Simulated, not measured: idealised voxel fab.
A process module follows: voxel gate over fins.
The width of the displayed cross-section, cut, is 280 nm; its cells are square, with a size of 5 nm.
Reading order for cross-sections: top band down to bottom band. Underlying form: a grid of square cells. Band size: one or more rows of cells. Per band: top height and bottom height in nm, followed by the left-to-right materials and their widths in nm; "throughout" marks a single material spanning edge to edge, "air" marks empty space. Measure heights from 0. That's the level where, below it, the as-received wafer is all one material. The lowest band is bottomless and extends downward; write it as in "0 and below". Width: "30->40" (first number = top row, second number = bottom row, same change from row to row of cells). The cross-section has no changed cell in any step marked "nothing changed". Empty spaces counting at least 8 cells and having no open way to the top are listed in "Unvented internal voids". The notation width x height at distance is used for each, the distance being from the left edge and all three values in nm. If you see something after the settings on a step's line, that's the simulator's own remark about that step. "overlay nm" denotes, for a step that has a mask, the displacement of the mask to the right of its planned place, with negative values corresponding to the left.
## So here's the lineup of process steps we planned
- 1: RECEIVE with material Si
- 2: CONFORMAL_DEP with material SiN, thk nm 5
- 3: PATTERN with tone cover, mask id FINS, material resist, width nm 15, pitch nm 35, thk nm 15, overlay nm 0
- 4: DIRECTIONAL_ETCH with etch materials SiN, depth nm 5
- 5: DIRECTIONAL_ETCH with etch materials Si, depth nm 40
- 6: STRIP with etch materials resist
- 7: OXIDIZE with depth nm 5
- 8: FILL_DEP with material SiO2, thk nm 15
- 9: CMP with height nm 5
- 10: SELECTIVE_ETCH with etch materials SiO2, depth nm 15
- 11: STRIP with etch materials SiN
- 12: CONFORMAL_DEP with material HfO2, thk nm 5
- 13: CONFORMAL_DEP with material TiN, thk nm 5
- 14: CONFORMAL_DEP with material TiAl, thk nm 5
- 15: CONFORMAL_DEP with material TiN, thk nm 5
- 16: FILL_DEP with material W, thk nm 10
- 17: CMP with height nm 25
- 18: CONFORMAL_DEP with material SiN, thk nm 10
## Wafer at receipt (post step 1), cross-section
	0 and below | Si throughout
	Unvented internal voids: none
## Post-module cross-section of the first of two wafers (run per plan)
	35 down to 25 | SiN throughout
	25 down to 20 | W throughout
	20 down to 15 | 80 of W, 115 of TiN, 85 of W
	15 down to 10 | 80 of W, 5 of TiN, 105 of TiAl, 5 of TiN, 85 of W
	10 down to 5 | 85 of TiN, 5 of TiAl, 25 of TiN, 10 of TiAl, 25 of TiN, 10 of TiAl, 25 of TiN, 5 of TiAl, 90 of TiN
	5 down to 0 | 90 of TiAl, 5 of TiN, 15 of HfO2, 5 of TiN, 10 of TiAl, 5 of TiN, 15 of HfO2, 5 of TiN, 10 of TiAl, 5 of TiN, 15 of HfO2, 5 of TiN, 95 of TiAl
	0 down to -5 | 95 of TiN, 5 of HfO2, 5 of Si, 5 of HfO2, 20 of TiN, 5 of HfO2, 5 of Si, 5 of HfO2, 20 of TiN, 5 of HfO2, 5 of Si, 5 of HfO2, 100 of TiN
	-5 down to -10 | 100 of HfO2, 5 of Si, 30 of HfO2, 5 of Si, 30 of HfO2, 5 of Si, 105 of HfO2
	-10 down to -45 | 100 of SiO2, 5 of Si, 30 of SiO2, 5 of Si, 30 of SiO2, 5 of Si, 105 of SiO2
	-45 and below | Si throughout
	Unvented internal voids: none
## The second wafer, shown in cross-section after the module: started the same way as the first and given the same plan, yet one mistake crept into how it was run
	35 down to 25 | SiN throughout
	25 down to 20 | W throughout
	20 down to 15 | TiN throughout
	15 down to 10 | TiAl throughout
	10 down to 5 | 100 of TiN, 5 of TiAl, 30 of TiN, 5 of TiAl, 30 of TiN, 5 of TiAl, 105 of TiN
	5 down to 0 | 95 of HfO2, 5 of TiN, 5 of TiAl, 5 of TiN, 20 of HfO2, 5 of TiN, 5 of TiAl, 5 of TiN, 20 of HfO2, 5 of TiN, 5 of TiAl, 5 of TiN, 100 of HfO2
	0 down to -5 | 90 of Si, 5 of HfO2, 15 of TiN, 5 of HfO2, 10 of Si, 5 of HfO2, 15 of TiN, 5 of HfO2, 10 of Si, 5 of HfO2, 15 of TiN, 5 of HfO2, 95 of Si
	-5 down to -10 | 90 of Si, 25 of HfO2, 10 of Si, 25 of HfO2, 10 of Si, 25 of HfO2, 95 of Si
	-10 down to -45 | 90 of Si, 25 of SiO2, 10 of Si, 25 of SiO2, 10 of Si, 25 of SiO2, 95 of Si
	-45 and below | Si throughout
	Unvented internal voids: none
Which mistake was made when the wafer was run? step 3: run off-plan, actual operation and settings PATTERN with tone open, mask id FINS, material resist, width nm 15, pitch nm 35, thk nm 15, overlay nm 0
Upon completion, the second wafer contains, in terms of cells, a greater or smaller amount of certain materials than the first wafer: 342 more of Si, 266 fewer of SiO2, 6 fewer of TiAl, 4 fewer of TiN, 66 fewer of W
